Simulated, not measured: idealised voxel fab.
Process module under the name voxel ribs on slabs
Shown is cross-section cut, with a width of 295 nm and square cells of size 5 nm.
In what follows, cross-sections appear as grids of square cells, described through bands that run from the top down, where every band is one or more rows of cells. The entry gives the band's vertical extent as a top height and a bottom height in nm, then its horizontal make-up as materials from left to right, each with a width in nm. "blank" stands for empty space; a single material marked "everywhere" fills the band edge to edge. Height reference: 0 = level under which incoming wafer is all one material. Lowest band: no bottom, runs on downward, e.g. "0..down". So if you see something like "30 to 40" for the width, read it as the top row of the band sitting at the first number and the bottom row at the second, with every row in between moving by the same amount as the last. "remains unaltered" (step): cross-section cells unchanged, all of them. The entry "Sealed internal cavities" lists the empty spaces that cover at least 8 cells and have no open path to the top. Each is written as width x height at distance, where the distance is measured from the left edge and all three values are in nm. Whatever follows a step's settings on its line is a remark the simulator itself makes about that step. "overlay nm", when on a step's line for a step with a mask, measures how far to the right of its planned place the mask lay; a negative measure means to the left. Every pair from here on: before one process step, after it. The after cross-section reaches only to the lowest band that changed. Below the pair: the step in between and its settings. Pairs can belong to different runs of this module on the same starting wafer; a pair carries on from the pair above only if the entry headed "before" says so.

before:
  0..down  Si everywhere
  Sealed internal cavities: none

Resultant Cross-Section:
  25..0  SiO2 everywhere
  Unchanged below 0.
  Sealed internal cavities: none
The before and after cross-sections above are linked by DIRECTIONAL_DEP, material SiO2, thk nm 25

before: check the pair just above; its after cross-section is our before state.

Resultant Cross-Section:
  50..25  SiN everywhere
  Unchanged below 25.
  Sealed internal cavities: none
The before and after cross-sections above are linked by DIRECTIONAL_DEP, material SiN, thk nm 25

before: check the pair just above; its after cross-section is our before state.

Resultant Cross-Section:
  65..50  140 of blank / 15 of resist / 140 of blank
  Unchanged below 50.
  Sealed internal cavities: none
The before and after cross-sections above are linked by PATTERN, tone cover, mask id RIB, material resist, width nm 15, thk nm 15, overlay nm 0

before: check the pair just above; its after cross-section is our before state.

Resultant Cross-Section:
  65..50  140 of blank / 15 of resist / 140 of blank
  50..45  140 of blank / 15 of SiN / 140 of blank
  Unchanged below 45.
  Sealed internal cavities: none
The before and after cross-sections above are linked by DIRECTIONAL_ETCH, etch materials SiN, depth nm 5

before: check the pair just above; its after cross-section is our before state.

Resultant Cross-Section:
  50..45  140 of blank / 15 of SiN / 140 of blank
  Unchanged below 45.
  Sealed internal cavities: none
The before and after cross-sections above are linked by STRIP, etch materials resist

before: check the pair just above; its after cross-section is our before state.

Resultant Cross-Section:
  50..45  140 of blank / 15 of SiN / 140 of blank
  45..25  120 of blank / 55 of SiN / 120 of blank
  Unchanged below 25.
  Sealed internal cavities: none
The before and after cross-sections above are linked by MASKED_ETCH, tone cover, mask id SLAB, width nm 55, etch materials SiN, depth nm 20, overlay nm 0

before: check the pair just above; its after cross-section is our before state.

Resultant Cross-Section:
  80..50  SiO2 everywhere
  50..45  140 of SiO2 / 15 of SiN / 140 of SiO2
  45..25  120 of SiO2 / 55 of SiN / 120 of SiO2
  Unchanged below 25.
  Sealed internal cavities: none
The before and after cross-sections above are linked by FILL_DEP, material SiO2, thk nm 30

before: check the pair just above; its after cross-section is our before state.

Resultant Cross-Section:
  70..50  SiO2 everywhere
  Unchanged below 50.
  Sealed internal cavities: none
The before and after cross-sections above are linked by CMP, height nm 70

before: check the pair just above; its after cross-section is our before state.

Resultant Cross-Section:
  80..70  TiN everywhere
  Unchanged below 70.
  Sealed internal cavities: none
The before and after cross-sections above are linked by DIRECTIONAL_DEP, material TiN, thk nm 10

before: check the pair just above; its after cross-section is our before state.

Resultant Cross-Section:
  80..70  135 of blank / 25 of TiN / 135 of blank
  Unchanged below 70.
  Sealed internal cavities: none
The before and after cross-sections above are linked by MASKED_ETCH, tone cover, mask id HEATER, width nm 25, etch materials TiN, depth nm 10, overlay nm 0

before: check the pair just above; its after cross-section is our before state.

Resultant Cross-Section:
  85..80  130 of blank / 35 of SiO2 / 130 of blank
  80..75  130 of blank / 5 of SiO2 / 25 of TiN / 5 of SiO2 / 130 of blank
  75..70  135 of SiO2 / 25 of TiN / 135 of SiO2
  Unchanged below 70.
  Sealed internal cavities: none
The before and after cross-sections above are linked by CONFORMAL_DEP, material SiO2, thk nm 5

before:
  50..25  SiN everywhere
  25..0  SiO2 everywhere
  0..down  Si everywhere
  Sealed internal cavities: none

Resultant Cross-Section:
  75..25  SiN everywhere
  Unchanged below 25.
  Sealed internal cavities: none
The before and after cross-sections above are linked by DIRECTIONAL_DEP, material SiN, thk nm 25

before: check the pair just above; its after cross-section is our before state.

Resultant Cross-Section:
  90..75  140 of blank / 15 of resist / 140 of blank
  Unchanged below 75.
  Sealed internal cavities: none
The before and after cross-sections above are linked by PATTERN, tone cover, mask id RIB, material resist, width nm 15, thk nm 15, overlay nm 0

before: check the pair just above; its after cross-section is our before state.

Resultant Cross-Section:
  90..75  140 of blank / 15 of resist / 140 of blank
  75..70  140 of blank / 15 of SiN / 140 of blank
  Unchanged below 70.
  Sealed internal cavities: none
The before and after cross-sections above are linked by DIRECTIONAL_ETCH, etch materials SiN, depth nm 5

before: check the pair just above; its after cross-section is our before state.

Resultant Cross-Section:
  75..70  140 of blank / 15 of SiN / 140 of blank
  Unchanged below 70.
  Sealed internal cavities: none
The before and after cross-sections above are linked by STRIP, etch materials resist

before: check the pair just above; its after cross-section is our before state.

Resultant Cross-Section:
  75..70  140 of blank / 15 of SiN / 140 of blank
  70..50  120 of blank / 55 of SiN / 120 of blank
  Unchanged below 50.
  Sealed internal cavities: none
The before and after cross-sections above are linked by MASKED_ETCH, tone cover, mask id SLAB, width nm 55, etch materials SiN, depth nm 20, overlay nm 0

before: check the pair just above; its after cross-section is our before state.

Resultant Cross-Section:
  105..75  SiO2 everywhere
  75..70  140 of SiO2 / 15 of SiN / 140 of SiO2
  70..50  120 of SiO2 / 55 of SiN / 120 of SiO2
  Unchanged below 50.
  Sealed internal cavities: none
The before and after cross-sections above are linked by FILL_DEP, material SiO2, thk nm 30

before: check the pair just above; its after cross-section is our before state.

Resultant Cross-Section:
  70..50  120 of SiO2 / 55 of SiN / 120 of SiO2
  Unchanged below 50.
  Sealed internal cavities: none
The before and after cross-sections above are linked by CMP, height nm 70

before: check the pair just above; its after cross-section is our before state.

Resultant Cross-Section:
  80..70  TiN everywhere
  Unchanged below 70.
  Sealed internal cavities: none
The before and after cross-sections above are linked by DIRECTIONAL_DEP, material TiN, thk nm 10

before: check the pair just above; its after cross-section is our before state.

Resultant Cross-Section:
  80..70  135 of blank / 25 of TiN / 135 of blank
  Unchanged below 70.
  Sealed internal cavities: none
The before and after cross-sections above are linked by MASKED_ETCH, tone cover, mask id HEATER, width nm 25, etch materials TiN, depth nm 10, overlay nm 0

before: check the pair just above; its after cross-section is our before state.

Resultant Cross-Section:
  85..80  130 of blank / 35 of SiO2 / 130 of blank
  80..75  130 of blank / 5 of SiO2 / 25 of TiN / 5 of SiO2 / 130 of blank
  75..70  135 of SiO2 / 25 of TiN / 135 of SiO2
  Unchanged below 70.
  Sealed internal cavities: none
The before and after cross-sections above are linked by CONFORMAL_DEP, material SiO2, thk nm 5

before:
  0..down  Si everywhere
  Sealed internal cavities: none

Resultant Cross-Section:
  25..0  SiN everywhere
  Unchanged below 0.
  Sealed internal cavities: none
The before and after cross-sections above are linked by DIRECTIONAL_DEP, material SiN, thk nm 25

before: check the pair just above; its after cross-section is our before state.

Resultant Cross-Section:
  50..25  SiO2 everywhere
  Unchanged below 25.
  Sealed internal cavities: none
The before and after cross-sections above are linked by DIRECTIONAL_DEP, material SiO2, thk nm 25

before: check the pair just above; its after cross-section is our before state.

Resultant Cross-Section:
  65..50  140 of blank / 15 of resist / 140 of blank
  Unchanged below 50.
  Sealed internal cavities: none
The before and after cross-sections above are linked by PATTERN, tone cover, mask id RIB, material resist, width nm 15, thk nm 15, overlay nm 0

before: check the pair just above; its after cross-section is our before state.

Resultant Cross-Section:
  50..25  SiO2 everywhere
  Unchanged below 25.
  Sealed internal cavities: none
The before and after cross-sections above are linked by STRIP, etch materials resist

before: check the pair just above; its after cross-section is our before state.

Resultant Cross-Section:
  80..25  SiO2 everywhere
  Unchanged below 25.
  Sealed internal cavities: none
The before and after cross-sections above are linked by FILL_DEP, material SiO2, thk nm 30

before: check the pair just above; its after cross-section is our before state.

Resultant Cross-Section:
  70..25  SiO2 everywhere
  Unchanged below 25.
  Sealed internal cavities: none
The before and after cross-sections above are linked by CMP, height nm 70

before: check the pair just above; its after cross-section is our before state.

Resultant Cross-Section:
  80..70  TiN everywhere
  Unchanged below 70.
  Sealed internal cavities: none
The before and after cross-sections above are linked by DIRECTIONAL_DEP, material TiN, thk nm 10

before: check the pair just above; its after cross-section is our before state.

Resultant Cross-Section:
  80..70  135 of blank / 25 of TiN / 135 of blank
  Unchanged below 70.
  Sealed internal cavities: none
The before and after cross-sections above are linked by MASKED_ETCH, tone cover, mask id HEATER, width nm 25, etch materials TiN, depth nm 10, overlay nm 0

before: check the pair just above; its after cross-section is our before state.

Resultant Cross-Section:
  85..80  130 of blank / 35 of SiO2 / 130 of blank
  80..75  130 of blank / 5 of SiO2 / 25 of TiN / 5 of SiO2 / 130 of blank
  75..70  135 of SiO2 / 25 of TiN / 135 of SiO2
  Unchanged below 70.
  Sealed internal cavities: none
The before and after cross-sections above are linked by CONFORMAL_DEP, material SiO2, thk nm 5

before:
  0..down  Si everywhere
  Sealed internal cavities: none

Resultant Cross-Section:
  35..0  SiO2 everywhere
  Unchanged below 0.
  Sealed internal cavities: none
The before and after cross-sections above are linked by DIRECTIONAL_DEP, material SiO2, thk nm 35

before: check the pair just above; its after cross-section is our before state.

Resultant Cross-Section:
  60..35  SiN everywhere
  Unchanged below 35.
  Sealed internal cavities: none
The before and after cross-sections above are linked by DIRECTIONAL_DEP, material SiN, thk nm 25

before: check the pair just above; its after cross-section is our before state.

Resultant Cross-Section:
  75..60  140 of blank / 15 of resist / 140 of blank
  Unchanged below 60.
  Sealed internal cavities: none
The before and after cross-sections above are linked by PATTERN, tone cover, mask id RIB, material resist, width nm 15, thk nm 15, overlay nm 0

before: check the pair just above; its after cross-section is our before state.

Resultant Cross-Section:
  75..60  140 of blank / 15 of resist / 140 of blank
  60..55  140 of blank / 15 of SiN / 140 of blank
  Unchanged below 55.
  Sealed internal cavities: none
The before and after cross-sections above are linked by DIRECTIONAL_ETCH, etch materials SiN, depth nm 5

before: check the pair just above; its after cross-section is our before state.

Resultant Cross-Section:
  60..55  140 of blank / 15 of SiN / 140 of blank
  Unchanged below 55.
  Sealed internal cavities: none
The before and after cross-sections above are linked by STRIP, etch materials resist

before: check the pair just above; its after cross-section is our before state.

Resultant Cross-Section:
  60..55  140 of blank / 15 of SiN / 140 of blank
  55..35  120 of blank / 55 of SiN / 120 of blank
  Unchanged below 35.
  Sealed internal cavities: none
The before and after cross-sections above are linked by MASKED_ETCH, tone cover, mask id SLAB, width nm 55, etch materials SiN, depth nm 20, overlay nm 0

before: check the pair just above; its after cross-section is our before state.

Resultant Cross-Section:
  90..60  SiO2 everywhere
  60..55  140 of SiO2 / 15 of SiN / 140 of SiO2
  55..35  120 of SiO2 / 55 of SiN / 120 of SiO2
  Unchanged below 35.
  Sealed internal cavities: none
The before and after cross-sections above are linked by FILL_DEP, material SiO2, thk nm 30

before: check the pair just above; its after cross-section is our before state.

Resultant Cross-Section:
  70..60  SiO2 everywhere
  Unchanged below 60.
  Sealed internal cavities: none
The before and after cross-sections above are linked by CMP, height nm 70

before: check the pair just above; its after cross-section is our before state.

Resultant Cross-Section:
  80..70  TiN everywhere
  Unchanged below 70.
  Sealed internal cavities: none
The before and after cross-sections above are linked by DIRECTIONAL_DEP, material TiN, thk nm 10

before: check the pair just above; its after cross-section is our before state.

Resultant Cross-Section:
  80..70  135 of blank / 25 of TiN / 135 of blank
  Unchanged below 70.
  Sealed internal cavities: none
The before and after cross-sections above are linked by MASKED_ETCH, tone cover, mask id HEATER, width nm 25, etch materials TiN, depth nm 10, overlay nm 0

before: check the pair just above; its after cross-section is our before state.

Resultant Cross-Section:
  85..80  130 of blank / 35 of SiO2 / 130 of blank
  80..75  130 of blank / 5 of SiO2 / 25 of TiN / 5 of SiO2 / 130 of blank
  75..70  135 of SiO2 / 25 of TiN / 135 of SiO2
  Unchanged below 70.
  Sealed internal cavities: none
The before and after cross-sections above are linked by CONFORMAL_DEP, material SiO2, thk nm 5

before:
  50..45  140 of blank / 15 of SiN / 140 of blank
  45..25  SiN everywhere
  25..0  SiO2 everywhere
  0..down  Si everywhere
  Sealed internal cavities: none

Resultant Cross-Section:
  50..45  140 of blank / 15 of SiN / 140 of blank
  45..25  125 of blank / 45 of SiN / 125 of blank
  Unchanged below 25.
  Sealed internal cavities: none
The before and after cross-sections above are linked by MASKED_ETCH, tone cover, mask id SLAB, width nm 45, etch materials SiN, depth nm 20, overlay nm 0

before: check the pair just above; its after cross-section is our before state.

Resultant Cross-Section:
  80..50  SiO2 everywhere
  50..45  140 of SiO2 / 15 of SiN / 140 of SiO2
  45..25  125 of SiO2 / 45 of SiN / 125 of SiO2
  Unchanged below 25.
  Sealed internal cavities: none
The before and after cross-sections above are linked by FILL_DEP, material SiO2, thk nm 30

before: check the pair just above; its after cross-section is our before state.

Resultant Cross-Section:
  70..50  SiO2 everywhere
  Unchanged below 50.
  Sealed internal cavities: none
The before and after cross-sections above are linked by CMP, height nm 70

before: check the pair just above; its after cross-section is our before state.

Resultant Cross-Section:
  80..70  TiN everywhere
  Unchanged below 70.
  Sealed internal cavities: none
The before and after cross-sections above are linked by DIRECTIONAL_DEP, material TiN, thk nm 10

before: check the pair just above; its after cross-section is our before state.

Resultant Cross-Section:
  80..70  135 of blank / 25 of TiN / 135 of blank
  Unchanged below 70.
  Sealed internal cavities: none
The before and after cross-sections above are linked by MASKED_ETCH, tone cover, mask id HEATER, width nm 25, etch materials TiN, depth nm 10, overlay nm 0

before: check the pair just above; its after cross-section is our before state.

Resultant Cross-Section:
  85..80  130 of blank / 35 of SiO2 / 130 of blank
  80..75  130 of blank / 5 of SiO2 / 25 of TiN / 5 of SiO2 / 130 of blank
  75..70  135 of SiO2 / 25 of TiN / 135 of SiO2
  Unchanged below 70.
  Sealed internal cavities: none
The before and after cross-sections above are linked by CONFORMAL_DEP, material SiO2, thk nm 5

before:
  80..70  TiN everywhere
  70..50  SiO2 everywhere
  50..45  140 of SiO2 / 15 of SiN / 140 of SiO2
  45..25  120 of SiO2 / 55 of SiN / 120 of SiO2
  25..0  SiO2 everywhere
  0..down  Si everywhere
  Sealed internal cavities: none

Resultant Cross-Section:
  80..70  145 of blank / 25 of TiN / 125 of blank
  Unchanged below 70.
  Sealed internal cavities: none
The before and after cross-sections above are linked by MASKED_ETCH, tone cover, mask id HEATER, width nm 25, etch materials TiN, depth nm 10, overlay nm 10

before: check the pair just above; its after cross-section is our before state.

Resultant Cross-Section:
  85..80  140 of blank / 35 of SiO2 / 120 of blank
  80..75  140 of blank / 5 of SiO2 / 25 of TiN / 5 of SiO2 / 120 of blank
  75..70  145 of SiO2 / 25 of TiN / 125 of SiO2
  Unchanged below 70.
  Sealed internal cavities: none
The before and after cross-sections above are linked by CONFORMAL_DEP, material SiO2, thk nm 5

before:
  80..70  135 of blank / 25 of TiN / 135 of blank
  70..50  SiO2 everywhere
  50..45  140 of SiO2 / 15 of SiN / 140 of SiO2
  45..25  120 of SiO2 / 55 of SiN / 120 of SiO2
  25..0  SiO2 everywhere
  0..down  Si everywhere
  Sealed internal cavities: none

Resultant Cross-Section:
  85..75  130 of blank / 35 of TiN / 130 of blank
  75..70  TiN everywhere
  Unchanged below 70.
  Sealed internal cavities: none
The before and after cross-sections above are linked by CONFORMAL_DEP, material TiN, thk nm 5

before:
  50..45  140 of blank / 15 of SiN / 140 of blank
  45..25  SiN everywhere
  25..0  SiO2 everywhere
  0..down  Si everywhere
  Sealed internal cavities: none

Resultant Cross-Section:
  45..30  120 of SiN / 55 of blank / 120 of SiN
  30..25  120 of SiN / 20 of blank / 15 of SiN / 20 of blank / 120 of SiN
  Unchanged below 25.
  Sealed internal cavities: none
The before and after cross-sections above are linked by MASKED_ETCH, tone open, mask id SLAB, width nm 55, etch materials SiN, depth nm 20, overlay nm 0

before: check the pair just above; its after cross-section is our before state.

Resultant Cross-Section:
  75..45  SiO2 everywhere
  45..30  120 of SiN / 55 of SiO2 / 120 of SiN
  30..25  120 of SiN / 20 of SiO2 / 15 of SiN / 20 of SiO2 / 120 of SiN
  Unchanged below 25.
  Sealed internal cavities: none
The before and after cross-sections above are linked by FILL_DEP, material SiO2, thk nm 30

before: check the pair just above; its after cross-section is our before state.

Resultant Cross-Section:
  70..45  SiO2 everywhere
  Unchanged below 45.
  Sealed internal cavities: none
The before and after cross-sections above are linked by CMP, height nm 70

before: check the pair just above; its after cross-section is our before state.

Resultant Cross-Section:
  80..70  TiN everywhere
  Unchanged below 70.
  Sealed internal cavities: none
The before and after cross-sections above are linked by DIRECTIONAL_DEP, material TiN, thk nm 10

before: check the pair just above; its after cross-section is our before state.

Resultant Cross-Section:
  80..70  135 of blank / 25 of TiN / 135 of blank
  Unchanged below 70.
  Sealed internal cavities: none
The before and after cross-sections above are linked by MASKED_ETCH, tone cover, mask id HEATER, width nm 25, etch materials TiN, depth nm 10, overlay nm 0

before: check the pair just above; its after cross-section is our before state.

Resultant Cross-Section:
  85..80  130 of blank / 35 of SiO2 / 130 of blank
  80..75  130 of blank / 5 of SiO2 / 25 of TiN / 5 of SiO2 / 130 of blank
  75..70  135 of SiO2 / 25 of TiN / 135 of SiO2
  Unchanged below 70.
  Sealed internal cavities: none
The before and after cross-sections above are linked by CONFORMAL_DEP, material SiO2, thk nm 5
